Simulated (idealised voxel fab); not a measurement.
Process module under the name voxel double patterning
Cross-sectional view cut (width: 265 nm; square cell size: 5 nm).
Each cross-section below is a grid of square cells, stated as bands in top-down order, with one or more rows of cells making up each band.
Top height, bottom height, nm. Materials left to right, width each, nm. Single material + "all across" = fills band edge to edge. "air" = empty.
Below 0: as-received wafer, all one material; heights counted from there. Lowest band: no bottom, goes on down, written "0 -> down".
Width: "30..40" (first number = top row, second number = bottom row, same change from row to row of cells).
Basically "nothing got changed" means that step didn't change any cell in the cross-section.
Entry "Sealed internal cavities". Content: empty spaces with no open connection to the top, size 8 cells or greater. Each: width x height at distance. Distance: from left edge. Unit: nm.
Whatever follows a step's settings on its line is a remark the simulator itself makes about that step.
A step's line can hold "overlay nm"; with a mask on that step, the setting says how far right of the planned place the mask lay, while a negative setting says it lay to the left.
[Listed below are the process steps as planned]
1,RECEIVE: material Si
2,CONFORMAL_DEP: material SiO2, thk nm 10
3,DIRECTIONAL_DEP: material W, thk nm 15
4,DIRECTIONAL_DEP: material SiCN, thk nm 10
5,MASKED_ETCH: tone open, mask id FIRST, width nm 15, pitch nm 50, etch materials SiCN, depth nm 10, overlay nm 0
6,PATTERN: tone open, mask id SECOND, material resist, width nm 15, thk nm 15, overlay nm 0
7,DIRECTIONAL_ETCH: etch materials SiCN, depth nm 10
8,STRIP: etch materials resist
9,DIRECTIONAL_ETCH: etch materials W, depth nm 15
10,STRIP: etch materials SiCN
[On the first of the two wafers: run conducted according to plan]
[Incoming wafer, cross-sectional view, post step 1]
* 0 -> down  Si all across
* Sealed internal cavities: none
[Wafer xsec, post step 2]
* 10 -> 0  SiO2 all across
* Under the height 0 nothing was changed.
[Wafer xsec, post step 3]
* 25 -> 10  W all across
* Under the height 10 nothing was changed.
[Wafer xsec, post step 4]
* 35 -> 25  SiCN all across
* Under the height 25 nothing was changed.
[Wafer xsec, post step 5]
* 35 -> 25  100 of SiCN / 15 of air / 35 of SiCN / 15 of air / 100 of SiCN
* Under the height 25 nothing was changed.
[Wafer xsec, post step 6]
* 50 -> 35  125 of resist / 15 of air / 125 of resist
* 35 -> 25  100 of SiCN / 15 of resist / 35 of SiCN / 15 of resist / 100 of SiCN
* Under the height 25 nothing was changed.
[Wafer xsec, post step 7]
* 50 -> 35  125 of resist / 15 of air / 125 of resist
* 35 -> 25  100 of SiCN / 15 of resist / 10 of SiCN / 15 of air / 10 of SiCN / 15 of resist / 100 of SiCN
* Under the height 25 nothing was changed.
[Wafer xsec, post step 8]
* 35 -> 25  100 of SiCN / 15 of air / 10 of SiCN / 15 of air / 10 of SiCN / 15 of air / 100 of SiCN
* Under the height 25 nothing was changed.
[Wafer xsec, post step 9]
* 35 -> 25  100 of SiCN / 15 of air / 10 of SiCN / 15 of air / 10 of SiCN / 15 of air / 100 of SiCN
* 25 -> 10  100 of W / 15 of air / 10 of W / 15 of air / 10 of W / 15 of air / 100 of W
* Under the height 10 nothing was changed.
[Wafer xsec, post step 10]
* 25 -> 10  100 of W / 15 of air / 10 of W / 15 of air / 10 of W / 15 of air / 100 of W
* Under the height 10 nothing was changed.
[Now the other wafer: same start, same recipe, but we messed up one thing when running it. Up to and including step 5 it's the same as the first one]
[Cross-sectional view of the second wafer at the intended end time of process step 6]
* 50 -> 35  115 of resist / 15 of air / 135 of resist
* 35 -> 25  100 of SiCN / 15 of resist / 35 of SiCN / 15 of resist / 100 of SiCN
* Under the height 25 nothing was changed.
[Cross-sectional view of the second wafer at the intended end time of process step 7]
* 50 -> 35  115 of resist / 15 of air / 135 of resist
* 35 -> 25  100 of SiCN / 15 of resist / 15 of air / 20 of SiCN / 15 of resist / 100 of SiCN
* Under the height 25 nothing was changed.
[Cross-sectional view of the second wafer at the intended end time of process step 8]
* 35 -> 25  100 of SiCN / 30 of air / 20 of SiCN / 15 of air / 100 of SiCN
* Under the height 25 nothing was changed.
[Cross-sectional view of the second wafer at the intended end time of process step 9]
* 35 -> 25  100 of SiCN / 30 of air / 20 of SiCN / 15 of air / 100 of SiCN
* 25 -> 10  100 of W / 30 of air / 20 of W / 15 of air / 100 of W
* Under the height 10 nothing was changed.
[Cross-sectional view of the second wafer at the intended end time of process step 10]
* 25 -> 10  100 of W / 30 of air / 20 of W / 15 of air / 100 of W
* Under the height 10 nothing was changed.
Which mistake was made when the wafer was run? it should be noted that step 6 was executed with settings other than those planned, the operation and settings actually applied being PATTERN: tone open, mask id SECOND, material resist, width nm 15, thk nm 15, overlay nm -10
End check, second vs first wafer: material counts in cells match, positions do not.
